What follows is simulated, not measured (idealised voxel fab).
process module | voxel transistor to metal
cross-section cut | 185 nm wide | cells 5 nm
A cross-section is a grid of square cells, given in bands from the top down. A band is one or more rows of cells.
Each band's line starts with the height of the band's top and of its bottom, in nm. Then come its materials from left to right, each with its width in nm. One material with "throughout" fills the band from edge to edge. "air" is empty space.
Height 0 is the level under which the wafer as received is all one material. The lowest band goes on downwards, as in "0 down".
A width such as "30 to 40" changes by the same amount from each row of cells to the next, from the band's top row to its bottom row.
"no change" after a step means that no cell of the cross-section changed.
closed voids: empty space of 8 cells or more with no open way to the top, each as width x height at its distance from the left edge, in nm
after a step's settings: what the simulator itself notes on the step
overlay nm, on a step with a mask: how far to the right of its planned place the mask lay; to the left if negative
Each pair below shows a cross-section before one step and the cross-section after it, down to the lowest band that changed. The line under each pair gives the step between them, with its settings. The pairs can come from different runs of this module on the same starting wafer, so a pair continues from the pair above only where its "before" says so.
before
  85 to 80: air 35 | SiCN 30 | air 45 | SiCN 30 | air 45
  80 to 65: air 35 | SiCN 5 | W 20 | SiCN 5 | air 45 | SiCN 5 | W 20 | SiCN 5 | air 45
  65 to 60: air 35 | SiCN 5 | W 20 | SiCN 10 | air 40 | SiCN 5 | W 20 | SiCN 10 | air 40
  60 to 55: SiCN 40 | TiN 25 | SiCN 50 | TiN 25 | SiCN 45
  55 to 40: SiO2 45 | TiN 5 | Ru 10 | TiN 5 | SiO2 55 | TiN 5 | Ru 10 | TiN 5 | SiO2 45
  40 to 30: SiO2 45 | TiN 5 | Ru 10 | TiN 5 | SiO2 5 | SiN 10 | SiCN 25 | SiN 10 | SiO2 5 | TiN 5 | Ru 10 | TiN 5 | SiO2 45
  30 to 10: SiO2 45 | TiN 5 | Ru 10 | TiN 5 | SiO2 5 | SiN 10 | polySi 25 | SiN 10 | SiO2 5 | TiN 5 | Ru 10 | TiN 5 | SiO2 45
  10 to 5: SiO2 35 | SiN 10 | TiN 20 | SiO2 5 | SiN 10 | polySi 25 | SiN 10 | SiO2 5 | TiN 20 | SiN 10 | SiO2 35
  5 to 0: SiO2 35 | SiN 10 | nSi 10 | TiN 5 | nSi 10 | SiN 10 | polySi 25 | SiN 10 | nSi 10 | TiN 5 | nSi 10 | SiN 10 | SiO2 35
  0 to -5: SiO2 45 | nSi 10 | TiN 5 | nSi 10 | SiO2 45 | nSi 10 | TiN 5 | nSi 10 | SiO2 45
  -5 to -15: SiO2 40 | Si 5 | nSi 25 | Si 45 | nSi 25 | Si 5 | SiO2 40
  -15 to -30: SiO2 40 | Si 105 | SiO2 40
  -30 down: Si throughout
  closed voids: none
after
  90 to 85: SiO2 throughout
  85 to 80: SiO2 35 | SiCN 30 | SiO2 45 | SiCN 30 | SiO2 45
  80 to 65: SiO2 35 | SiCN 5 | W 20 | SiCN 5 | SiO2 45 | SiCN 5 | W 20 | SiCN 5 | SiO2 45
  65 to 60: SiO2 35 | SiCN 5 | W 20 | SiCN 10 | SiO2 40 | SiCN 5 | W 20 | SiCN 10 | SiO2 40
  below 60: unchanged
  closed voids: none
the step between: op FILL_DEP | material SiO2 | thk nm 5
before: the cross-section after the pair above
after
  80 to 65: SiO2 35 | SiCN 5 | W 20 | SiCN 5 | SiO2 45 | SiCN 5 | W 20 | SiCN 5 | SiO2 45
  below 65: unchanged
  closed voids: none
the step between: op CMP | height nm 80
before: the cross-section after the pair above
after
  85 to 80: SiCN throughout
  below 80: unchanged
  closed voids: none
the step between: op CONFORMAL_DEP | material SiCN | thk nm 5
before
  55 to 40: SiO2 45 | air 20 | SiO2 55 | air 20 | SiO2 45
  40 to 30: SiO2 45 | air 20 | SiO2 5 | SiN 10 | SiCN 25 | SiN 10 | SiO2 5 | air 20 | SiO2 45
  30 to 10: SiO2 45 | air 20 | SiO2 5 | SiN 10 | polySi 25 | SiN 10 | SiO2 5 | air 20 | SiO2 45
  10 to 5: SiO2 35 | SiN 10 | air 20 | SiO2 5 | SiN 10 | polySi 25 | SiN 10 | SiO2 5 | air 20 | SiN 10 | SiO2 35
  5 to 0: SiO2 35 | SiN 10 | nSi 10 | air 5 | nSi 10 | SiN 10 | polySi 25 | SiN 10 | nSi 10 | air 5 | nSi 10 | SiN 10 | SiO2 35
  0 to -5: SiO2 45 | nSi 10 | air 5 | nSi 10 | SiO2 45 | nSi 10 | air 5 | nSi 10 | SiO2 45
  -5 to -15: SiO2 40 | Si 5 | nSi 25 | Si 45 | nSi 25 | Si 5 | SiO2 40
  -15 to -30: SiO2 40 | Si 105 | SiO2 40
  -30 down: Si throughout
  closed voids: none
after
  60 to 55: polySi 50 | air 10 | polySi 65 | air 10 | polySi 50
  55 to 40: SiO2 45 | polySi 5 | air 10 | polySi 5 | SiO2 55 | polySi 5 | air 10 | polySi 5 | SiO2 45
  40 to 30: SiO2 45 | polySi 5 | air 10 | polySi 5 | SiO2 5 | SiN 10 | SiCN 25 | SiN 10 | SiO2 5 | polySi 5 | air 10 | polySi 5 | SiO2 45
  30 to 10: SiO2 45 | polySi 5 | air 10 | polySi 5 | SiO2 5 | SiN 10 | polySi 25 | SiN 10 | SiO2 5 | polySi 5 | air 10 | polySi 5 | SiO2 45
  10 to 5: SiO2 35 | SiN 10 | polySi 20 | SiO2 5 | SiN 10 | polySi 25 | SiN 10 | SiO2 5 | polySi 20 | SiN 10 | SiO2 35
  5 to 0: SiO2 35 | SiN 10 | nSi 10 | polySi 5 | nSi 10 | SiN 10 | polySi 25 | SiN 10 | nSi 10 | polySi 5 | nSi 10 | SiN 10 | SiO2 35
  0 to -5: SiO2 45 | nSi 10 | polySi 5 | nSi 10 | SiO2 45 | nSi 10 | polySi 5 | nSi 10 | SiO2 45
  below -5: unchanged
  closed voids: none
the step between: op CONFORMAL_DEP | material polySi | thk nm 5
before: the cross-section after the pair above
after
  65 to 60: Ru throughout
  60 to 55: polySi 50 | Ru 10 | polySi 65 | Ru 10 | polySi 50
  55 to 40: SiO2 45 | polySi 5 | Ru 10 | polySi 5 | SiO2 55 | polySi 5 | Ru 10 | polySi 5 | SiO2 45
  40 to 30: SiO2 45 | polySi 5 | Ru 10 | polySi 5 | SiO2 5 | SiN 10 | SiCN 25 | SiN 10 | SiO2 5 | polySi 5 | Ru 10 | polySi 5 | SiO2 45
  30 to 10: SiO2 45 | polySi 5 | Ru 10 | polySi 5 | SiO2 5 | SiN 10 | polySi 25 | SiN 10 | SiO2 5 | polySi 5 | Ru 10 | polySi 5 | SiO2 45
  below 10: unchanged
  closed voids: none
the step between: op FILL_DEP | material Ru | thk nm 5
before: the cross-section after the pair above
after
  55 to 40: SiO2 45 | polySi 5 | Ru 10 | polySi 5 | SiO2 55 | polySi 5 | Ru 10 | polySi 5 | SiO2 45
  below 40: unchanged
  closed voids: none
the step between: op CMP | height nm 55
before: the cross-section after the pair above
after
  60 to 55: TiN throughout
  below 55: unchanged
  closed voids: none
the step between: op DIRECTIONAL_DEP | material TiN | thk nm 5
before: the cross-section after the pair above
after
  80 to 60: W throughout
  below 60: unchanged
  closed voids: none
the step between: op DIRECTIONAL_DEP | material W | thk nm 20
before: the cross-section after the pair above
after
  80 to 60: air 45 | W 20 | air 55 | W 20 | air 45
  below 60: unchanged
  closed voids: none
the step between: op MASKED_ETCH | tone cover | mask id METAL_1 | width nm 20 | pitch nm 75 | etch materials W | depth nm 20 | overlay nm 0
before: the cross-section after the pair above
after
  80 to 60: air 45 | W 20 | air 55 | W 20 | air 45
  60 to 55: air 45 | TiN 20 | air 55 | TiN 20 | air 45
  below 55: unchanged
  closed voids: none
the step between: op MASKED_ETCH | tone cover | mask id METAL_1 | width nm 20 | pitch nm 75 | etch materials TiN | depth nm 5 | overlay nm 0
before: the cross-section after the pair above
after
  85 to 80: air 40 | SiCN 30 | air 45 | SiCN 30 | air 40
  80 to 60: air 40 | SiCN 5 | W 20 | SiCN 5 | air 45 | SiCN 5 | W 20 | SiCN 5 | air 40
  60 to 55: SiCN 45 | TiN 20 | SiCN 55 | TiN 20 | SiCN 45
  below 55: unchanged
  closed voids: none
the step between: op CONFORMAL_DEP | material SiCN | thk nm 5
before: the cross-section after the pair above
after
  90 to 85: SiO2 throughout
  85 to 80: SiO2 40 | SiCN 30 | SiO2 45 | SiCN 30 | SiO2 40
  80 to 60: SiO2 40 | SiCN 5 | W 20 | SiCN 5 | SiO2 45 | SiCN 5 | W 20 | SiCN 5 | SiO2 40
  below 60: unchanged
  closed voids: none
the step between: op FILL_DEP | material SiO2 | thk nm 5
before: the cross-section after the pair above
after
  80 to 60: SiO2 40 | SiCN 5 | W 20 | SiCN 5 | SiO2 45 | SiCN 5 | W 20 | SiCN 5 | SiO2 40
  below 60: unchanged
  closed voids: none
the step between: op CMP | height nm 80
before: the cross-section after the pair above
after
  85 to 80: SiCN throughout
  below 80: unchanged
  closed voids: none
the step between: op CONFORMAL_DEP | material SiCN | thk nm 5
before
  55 to 40: SiO2 throughout
  40 to 30: SiO2 70 | SiN 10 | SiCN 25 | SiN 10 | SiO2 70
  30 to 10: SiO2 70 | SiN 10 | polySi 25 | SiN 10 | SiO2 70
  10 to 5: SiO2 35 | SiN 10 | SiO2 25 | SiN 10 | polySi 25 | SiN 10 | SiO2 25 | SiN 10 | SiO2 35
  5 to 0: SiO2 35 | SiN 10 | nSi 10 | SiO2 5 | nSi 10 | SiN 10 | polySi 25 | SiN 10 | nSi 10 | SiO2 5 | nSi 10 | SiN 10 | SiO2 35
  0 to -5: SiO2 45 | nSi 10 | SiO2 5 | nSi 10 | SiO2 45 | nSi 10 | SiO2 5 | nSi 10 | SiO2 45
  -5 to -15: SiO2 40 | Si 5 | nSi 25 | Si 45 | nSi 25 | Si 5 | SiO2 40
  -15 to -30: SiO2 40 | Si 105 | SiO2 40
  -30 down: Si throughout
  closed voids: none
after
  70 to 55: air 45 | resist 20 | air 55 | resist 20 | air 45
  below 55: unchanged
  closed voids: none
the step between: op PATTERN | tone cover | mask id CONTACT | material resist | width nm 20 | pitch nm 75 | thk nm 15 | overlay nm 0
before: the cross-section after the pair above
after
  70 to 55: air 45 | resist 20 | air 55 | resist 20 | air 45
  55 to 40: air 45 | SiO2 20 | air 55 | SiO2 20 | air 45
  40 to 30: air 45 | SiO2 20 | air 5 | SiN 10 | SiCN 25 | SiN 10 | air 5 | SiO2 20 | air 45
  30 to 10: air 45 | SiO2 20 | air 5 | SiN 10 | polySi 25 | SiN 10 | air 5 | SiO2 20 | air 45
  10 to 5: air 35 | SiN 10 | SiO2 20 | air 5 | SiN 10 | polySi 25 | SiN 10 | air 5 | SiO2 20 | SiN 10 | air 35
  5 to 0: air 35 | SiN 10 | nSi 10 | SiO2 5 | nSi 10 | SiN 10 | polySi 25 | SiN 10 | nSi 10 | SiO2 5 | nSi 10 | SiN 10 | air 35
  0 to -5: air 35 | SiO2 10 | nSi 10 | SiO2 5 | nSi 10 | SiO2 45 | nSi 10 | SiO2 5 | nSi 10 | SiO2 10 | air 35
  below -5: unchanged
  closed voids: none
the step between: op DIRECTIONAL_ETCH | etch materials SiO2 | depth nm 60
before: the cross-section after the pair above
after
  55 to 40: air 45 | SiO2 20 | air 55 | SiO2 20 | air 45
  below 40: unchanged
  closed voids: none
the step between: op STRIP | etch materials resist
before: the cross-section after the pair above
after
  60 to 55: air 40 | TiN 30 | air 45 | TiN 30 | air 40
  55 to 45: air 40 | TiN 5 | SiO2 20 | TiN 5 | air 45 | TiN 5 | SiO2 20 | TiN 5 | air 40
  45 to 40: air 40 | TiN 5 | SiO2 20 | TiN 55 | SiO2 20 | TiN 5 | air 40
  40 to 30: air 40 | TiN 5 | SiO2 20 | TiN 5 | SiN 10 | SiCN 25 | SiN 10 | TiN 5 | SiO2 20 | TiN 5 | air 40
  30 to 15: air 40 | TiN 5 | SiO2 20 | TiN 5 | SiN 10 | polySi 25 | SiN 10 | TiN 5 | SiO2 20 | TiN 5 | air 40
  15 to 10: air 30 | TiN 15 | SiO2 20 | TiN 5 | SiN 10 | polySi 25 | SiN 10 | TiN 5 | SiO2 20 | TiN 15 | air 30
  10 to 5: air 30 | TiN 5 | SiN 10 | SiO2 20 | TiN 5 | SiN 10 | polySi 25 | SiN 10 | TiN 5 | SiO2 20 | SiN 10 | TiN 5 | air 30
  5 to 0: air 30 | TiN 5 | SiN 10 | nSi 10 | SiO2 5 | nSi 10 | SiN 10 | polySi 25 | SiN 10 | nSi 10 | SiO2 5 | nSi 10 | SiN 10 | TiN 5 | air 30
  0 to -5: TiN 35 | SiO2 10 | nSi 10 | SiO2 5 | nSi 10 | SiO2 45 | nSi 10 | SiO2 5 | nSi 10 | SiO2 10 | TiN 35
  below -5: unchanged
  closed voids: none
the step between: op CONFORMAL_DEP | material TiN | thk nm 5
before: the cross-section after the pair above
after
  65 to 60: Ru throughout
  60 to 55: Ru 40 | TiN 30 | Ru 45 | TiN 30 | Ru 40
  55 to 45: Ru 40 | TiN 5 | SiO2 20 | TiN 5 | Ru 45 | TiN 5 | SiO2 20 | TiN 5 | Ru 40
  45 to 40: Ru 40 | TiN 5 | SiO2 20 | TiN 55 | SiO2 20 | TiN 5 | Ru 40
  40 to 30: Ru 40 | TiN 5 | SiO2 20 | TiN 5 | SiN 10 | SiCN 25 | SiN 10 | TiN 5 | SiO2 20 | TiN 5 | Ru 40
  30 to 15: Ru 40 | TiN 5 | SiO2 20 | TiN 5 | SiN 10 | polySi 25 | SiN 10 | TiN 5 | SiO2 20 | TiN 5 | Ru 40
  15 to 10: Ru 30 | TiN 15 | SiO2 20 | TiN 5 | SiN 10 | polySi 25 | SiN 10 | TiN 5 | SiO2 20 | TiN 15 | Ru 30
  10 to 5: Ru 30 | TiN 5 | SiN 10 | SiO2 20 | TiN 5 | SiN 10 | polySi 25 | SiN 10 | TiN 5 | SiO2 20 | SiN 10 | TiN 5 | Ru 30
  5 to 0: Ru 30 | TiN 5 | SiN 10 | nSi 10 | SiO2 5 | nSi 10 | SiN 10 | polySi 25 | SiN 10 | nSi 10 | SiO2 5 | nSi 10 | SiN 10 | TiN 5 | Ru 30
  below 0: unchanged
  closed voids: none
the step between: op FILL_DEP | material Ru | thk nm 5
before: the cross-section after the pair above
after
  55 to 45: Ru 40 | TiN 5 | SiO2 20 | TiN 5 | Ru 45 | TiN 5 | SiO2 20 | TiN 5 | Ru 40
  below 45: unchanged
  closed voids: none
the step between: op CMP | height nm 55
before: the cross-section after the pair above
after
  60 to 55: TiN throughout
  below 55: unchanged
  closed voids: none
the step between: op DIRECTIONAL_DEP | material TiN | thk nm 5
before: the cross-section after the pair above
after
  80 to 60: W throughout
  below 60: unchanged
  closed voids: none
the step between: op DIRECTIONAL_DEP | material W | thk nm 20
before: the cross-section after the pair above
after
  80 to 60: air 45 | W 20 | air 55 | W 20 | air 45
  below 60: unchanged
  closed voids: none
the step between: op MASKED_ETCH | tone cover | mask id METAL_1 | width nm 20 | pitch nm 75 | etch materials W | depth nm 20 | overlay nm 0
before: the cross-section after the pair above
after
  80 to 60: air 45 | W 20 | air 55 | W 20 | air 45
  60 to 55: air 45 | TiN 20 | air 55 | TiN 20 | air 45
  below 55: unchanged
  closed voids: none
the step between: op MASKED_ETCH | tone cover | mask id METAL_1 | width nm 20 | pitch nm 75 | etch materials TiN | depth nm 5 | overlay nm 0
before: the cross-section after the pair above
after
  85 to 80: air 40 | SiCN 30 | air 45 | SiCN 30 | air 40
  80 to 60: air 40 | SiCN 5 | W 20 | SiCN 5 | air 45 | SiCN 5 | W 20 | SiCN 5 | air 40
  60 to 55: SiCN 45 | TiN 20 | SiCN 55 | TiN 20 | SiCN 45
  below 55: unchanged
  closed voids: none
the step between: op CONFORMAL_DEP | material SiCN | thk nm 5
before: the cross-section after the pair above
after
  90 to 85: SiO2 throughout
  85 to 80: SiO2 40 | SiCN 30 | SiO2 45 | SiCN 30 | SiO2 40
  80 to 60: SiO2 40 | SiCN 5 | W 20 | SiCN 5 | SiO2 45 | SiCN 5 | W 20 | SiCN 5 | SiO2 40
  below 60: unchanged
  closed voids: none
the step between: op FILL_DEP | material SiO2 | thk nm 5
before: the cross-section after the pair above
after
  80 to 60: SiO2 40 | SiCN 5 | W 20 | SiCN 5 | SiO2 45 | SiCN 5 | W 20 | SiCN 5 | SiO2 40
  below 60: unchanged
  closed voids: none
the step between: op CMP | height nm 80
before: the cross-section after the pair above
after
  85 to 80: SiCN throughout
  below 80: unchanged
  closed voids: none
the step between: op CONFORMAL_DEP | material SiCN | thk nm 5
